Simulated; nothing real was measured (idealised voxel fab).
The document below concerns the process module designated voxel gate over fins.
170 nm wide, 5 nm square cells: that's cross-section cut.
Just so we're on the same page, the cross-sections are grids of square cells, and they're listed out in bands top to bottom, each band one or more rows deep.
Within each band entry, the heights of the top and of the bottom of the band appear first, in that order and in nm; the materials of the band then follow from left to right, each with its corresponding width in nm. The designation "full width" on a single material indicates that it fills the band from edge to edge; the designation "air" indicates empty space.
Height 0 is the level under which the wafer as received is all one material. The lowest band goes on downwards, as in "top 0, no bottom".
It should be noted that a width expressed as "30->40" varies in equal increments from row to row of cells within the band, taking the value of the first number at the top row and that of the second number at the bottom row.
Take "nothing altered" at face value: in the step it is given for, the cross-section changed in none of its cells.
What "Completely enclosed voids" gives you is every empty space of 8 cells or more that is cut off from the top. Each appears as width x height at distance, with the distance taken from the left edge and width, height and distance all in nm.
Note: text after step settings on the step line = simulator remark on that step.
What "overlay nm" on a step's line means: if the step has a mask, that mask lay this far to the right of its planned place, or, when the value is negative, to the left.
### Below is the list of planned process steps
step 1: RECEIVE, material Si
step 2: CONFORMAL_DEP, material SiN, thk nm 10
step 3: DIRECTIONAL_DEP, material aC, thk nm 15
step 4: PATTERN, tone cover, mask id FINS, material resist, width nm 15, pitch nm 45, thk nm 30, overlay nm 0
step 5: DIRECTIONAL_ETCH, etch materials aC, depth nm 15
step 6: STRIP, etch materials resist
step 7: DIRECTIONAL_ETCH, etch materials SiN, depth nm 10
step 8: DIRECTIONAL_ETCH, etch materials Si, depth nm 40
step 9: STRIP, etch materials aC
step 10: FILL_DEP, material SiO2, thk nm 10
step 11: CMP, height nm 10
step 12: SELECTIVE_ETCH, etch materials SiO2, depth nm 25
step 13: STRIP, etch materials SiN
step 14: CONFORMAL_DEP, material HfO2, thk nm 5
step 15: CONFORMAL_DEP, material TiN, thk nm 5
step 16: CONFORMAL_DEP, material TiAl, thk nm 5
step 17: CONFORMAL_DEP, material TiN, thk nm 5
step 18: FILL_DEP, material W, thk nm 15
step 19: CMP, height nm 30
step 20: CONFORMAL_DEP, material SiCN, thk nm 10
### Cross-section of the wafer upon arrival, representing the state reached after step 1
> top 0, no bottom  Si full width
> Completely enclosed voids: none
### Result of the module, cross-sectioned: start per above, plan per above, one error in how it was run
> top 40, bottom 30  SiCN full width
> top 30, bottom 25  TiN full width
> top 25, bottom 20  TiAl full width
> top 20, bottom 15  TiN full width
> top 15, bottom 10  HfO2 full width
> top 10, bottom 0  TiAl full width
> top 0, no bottom  Si full width
> Completely enclosed voids: none
Plan not followed: contrary to plan, step 2 was performed as CONFORMAL_DEP, material TiAl, thk nm 10
